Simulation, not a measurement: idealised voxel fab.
This section sets out a process module, namely voxel trench capacitor.
It is cross-section cut that appears here, measuring 300 nm in width, its square cells being 5 nm in size.
Cross-section layout: square cells on a grid; listed as bands, top to bottom; a band spans one or more cell rows. Look at the band entry: it leads with the top's height and the bottom's height in nm. Then it lists the materials left to right, with a width in nm for each. The word "edge to edge" on a single material says that material fills the band edge to edge. The word "empty" is empty space. Heads up on the height convention: 0 is the point under which the incoming wafer is all one material, and the lowest band has no bottom, it just keeps going down, like "0 nm and below". Think of "30 to 40" as a width that walks from the first number to the second as you go down the band, top row to bottom row, taking equal-sized steps from row to row. Key: "all unchanged" - step with no changed cell in the cross-section. If an empty space has no open way to the top and is at least 8 cells in size, "Internal closed voids" lists it, written width x height at distance, where distance is measured from the left edge and every value is in nm. Heads up: the bit after the settings on a step's line is the simulator's remark on that step. Among the settings permitted on a step's line is "overlay nm"; applied to a step with a mask, it specifies the extent to which the mask lay to the right of its planned position, whereas a negative figure signifies a position to the left.
**The steps planned for the process are as follows**
1: RECEIVE,material Si
2: CONFORMAL_DEP,material SiN,thk nm 10
3: PATTERN,tone open,mask id TRENCH,material resist,width nm 30,pitch nm 60,thk nm 15,overlay nm 0
4: DIRECTIONAL_ETCH,etch materials SiN,depth nm 10
5: DIRECTIONAL_ETCH,etch materials Si,depth nm 30
6: STRIP,etch materials resist
7: CONFORMAL_DEP,material HfO2,thk nm 5
8: CONFORMAL_DEP,material TiN,thk nm 5
9: FILL_DEP,material W,thk nm 10
10: CMP,height nm 10
**Cross-sectional view of the wafer in its as-received condition, corresponding to the state after step 1**
* 0 nm and below = Si edge to edge
* Internal closed voids: none
**End-of-module cross-section of the first of two wafers, processed as planned**
* 10 nm to 0 nm = SiN 45 nm, then HfO2 5 nm, then TiN 5 nm, then W 10 nm, then TiN 5 nm, then HfO2 5 nm, then SiN 30 nm, then HfO2 5 nm, then TiN 5 nm, then W 10 nm, then TiN 5 nm, then HfO2 5 nm, then SiN 30 nm, then HfO2 5 nm, then TiN 5 nm, then W 10 nm, then TiN 5 nm, then HfO2 5 nm, then SiN 30 nm, then HfO2 5 nm, then TiN 5 nm, then W 10 nm, then TiN 5 nm, then HfO2 5 nm, then SiN 45 nm
* 0 nm to -20 nm = Si 45 nm, then HfO2 5 nm, then TiN 5 nm, then W 10 nm, then TiN 5 nm, then HfO2 5 nm, then Si 30 nm, then HfO2 5 nm, then TiN 5 nm, then W 10 nm, then TiN 5 nm, then HfO2 5 nm, then Si 30 nm, then HfO2 5 nm, then TiN 5 nm, then W 10 nm, then TiN 5 nm, then HfO2 5 nm, then Si 30 nm, then HfO2 5 nm, then TiN 5 nm, then W 10 nm, then TiN 5 nm, then HfO2 5 nm, then Si 45 nm
* -20 nm to -25 nm = Si 45 nm, then HfO2 5 nm, then TiN 20 nm, then HfO2 5 nm, then Si 30 nm, then HfO2 5 nm, then TiN 20 nm, then HfO2 5 nm, then Si 30 nm, then HfO2 5 nm, then TiN 20 nm, then HfO2 5 nm, then Si 30 nm, then HfO2 5 nm, then TiN 20 nm, then HfO2 5 nm, then Si 45 nm
* -25 nm to -30 nm = Si 45 nm, then HfO2 30 nm, then Si 30 nm, then HfO2 30 nm, then Si 30 nm, then HfO2 30 nm, then Si 30 nm, then HfO2 30 nm, then Si 45 nm
* -30 nm and below = Si edge to edge
* Internal closed voids: none
**Same start, same plan as the first wafer - but one mistake in the run. Cross-section of the second of the two at the end of the module**
* 10 nm to 0 nm = W 35 nm, then TiN 5 nm, then HfO2 5 nm, then SiN 30 nm, then HfO2 5 nm, then TiN 5 nm, then W 10 nm, then TiN 5 nm, then HfO2 5 nm, then SiN 30 nm, then HfO2 5 nm, then TiN 5 nm, then W 10 nm, then TiN 5 nm, then HfO2 5 nm, then SiN 30 nm, then HfO2 5 nm, then TiN 5 nm, then W 10 nm, then TiN 5 nm, then HfO2 5 nm, then SiN 30 nm, then HfO2 5 nm, then TiN 5 nm, then W 35 nm
* 0 nm to -20 nm = W 35 nm, then TiN 5 nm, then HfO2 5 nm, then Si 30 nm, then HfO2 5 nm, then TiN 5 nm, then W 10 nm, then TiN 5 nm, then HfO2 5 nm, then Si 30 nm, then HfO2 5 nm, then TiN 5 nm, then W 10 nm, then TiN 5 nm, then HfO2 5 nm, then Si 30 nm, then HfO2 5 nm, then TiN 5 nm, then W 10 nm, then TiN 5 nm, then HfO2 5 nm, then Si 30 nm, then HfO2 5 nm, then TiN 5 nm, then W 35 nm
* -20 nm to -25 nm = TiN 40 nm, then HfO2 5 nm, then Si 30 nm, then HfO2 5 nm, then TiN 20 nm, then HfO2 5 nm, then Si 30 nm, then HfO2 5 nm, then TiN 20 nm, then HfO2 5 nm, then Si 30 nm, then HfO2 5 nm, then TiN 20 nm, then HfO2 5 nm, then Si 30 nm, then HfO2 5 nm, then TiN 40 nm
* -25 nm to -30 nm = HfO2 45 nm, then Si 30 nm, then HfO2 30 nm, then Si 30 nm, then HfO2 30 nm, then Si 30 nm, then HfO2 30 nm, then Si 30 nm, then HfO2 45 nm
* -30 nm and below = Si edge to edge
* Internal closed voids: none
Misprocessing identified: step 3 ran as: PATTERN,tone cover,mask id TRENCH,material resist,width nm 30,pitch nm 60,thk nm 15,overlay nm 0
Materials where the second wafer ends with more or fewer cells than the first: 12 more of HfO2, 72 fewer of Si, 24 fewer of SiN, 12 more of TiN, 72 more of W
